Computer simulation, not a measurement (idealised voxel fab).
Name of the process module below: voxel released beams
It is cross-section cut that appears here, measuring 210 nm in width, its square cells being 5 nm in size.
Square cells in a grid make up a cross-section in this document, and the grid is given as bands, listed from the top down, each one or more rows of cells. Heads up on the band format: heights come first, top then bottom, in nm. After that it's the materials left to right, each with its width in nm. A single material flagged "throughout" fills the whole band edge to edge, and "empty" means there's empty space there. A quick word on heights: they are counted from 0, and under that level the wafer as it came to us is one material throughout. The lowest band is different from the rest in having no bottom; it simply continues downward, written as in "0 nm and below". Width spec "30..40" -> top row of cells at first value, bottom row at second value, equal per-row change in between. A step reported as "no modification" is a step in which no cell of the cross-section changed. So "Fully enclosed voids" is basically the list of trapped voids: any empty space of 8 cells or more that can't reach the top through an opening. They're written width x height at distance, the distance being from the left edge, and it's all nm. after a step's settings: what the simulator itself notes on the step. Among the settings permitted on a step's line is "overlay nm"; applied to a step with a mask, it specifies the extent to which the mask lay to the right of its planned position, whereas a negative figure signifies a position to the left.

# The following list gives the planned process steps
1,RECEIVE, material Si
2,CONFORMAL_DEP, material Al2O3, thk nm 5
3,DIRECTIONAL_DEP, material SiO2, thk nm 20
4,MASKED_ETCH, tone open, mask id ANCHOR, width nm 40, etch materials SiO2, depth nm 20, overlay nm 0
5,CONFORMAL_DEP, material W, thk nm 15
6,PATTERN, tone cover, mask id BEAM, material resist, width nm 105, thk nm 15, overlay nm 0
7,DIRECTIONAL_ETCH, etch materials W, depth nm 15
8,STRIP, etch materials resist
9,STRIP, etch materials SiO2

# Step 1 complete: cross-section of the wafer as received
    0 nm and below  Si throughout
    Fully enclosed voids: none

# Post-module cross-section of the first of two wafers (run per plan)
    40 nm to 25 nm  50 empty, 20 W, 10 empty, 75 W, 55 empty
    25 nm to 20 nm  55 empty, 15 W, 10 empty, 15 W, 115 empty
    20 nm to 5 nm  55 empty, 40 W, 115 empty
    5 nm to 0 nm  Al2O3 throughout
    0 nm and below  Si throughout
    Fully enclosed voids: none

# Same start, same plan as the first wafer - but one mistake in the run. Cross-section of the second of the two at the end of the module
    40 nm to 25 nm  50 empty, 105 W, 55 empty
    25 nm to 20 nm  Al2O3 throughout
    20 nm to 0 nm  SiO2 throughout
    0 nm and below  Si throughout
    Fully enclosed voids: none
Processing error: it was found that steps 2 and 3 of the process plan had been performed in exchanged positions
Materials where the second wafer ends with more or fewer cells than the first: 168 more of SiO2, 24 fewer of W
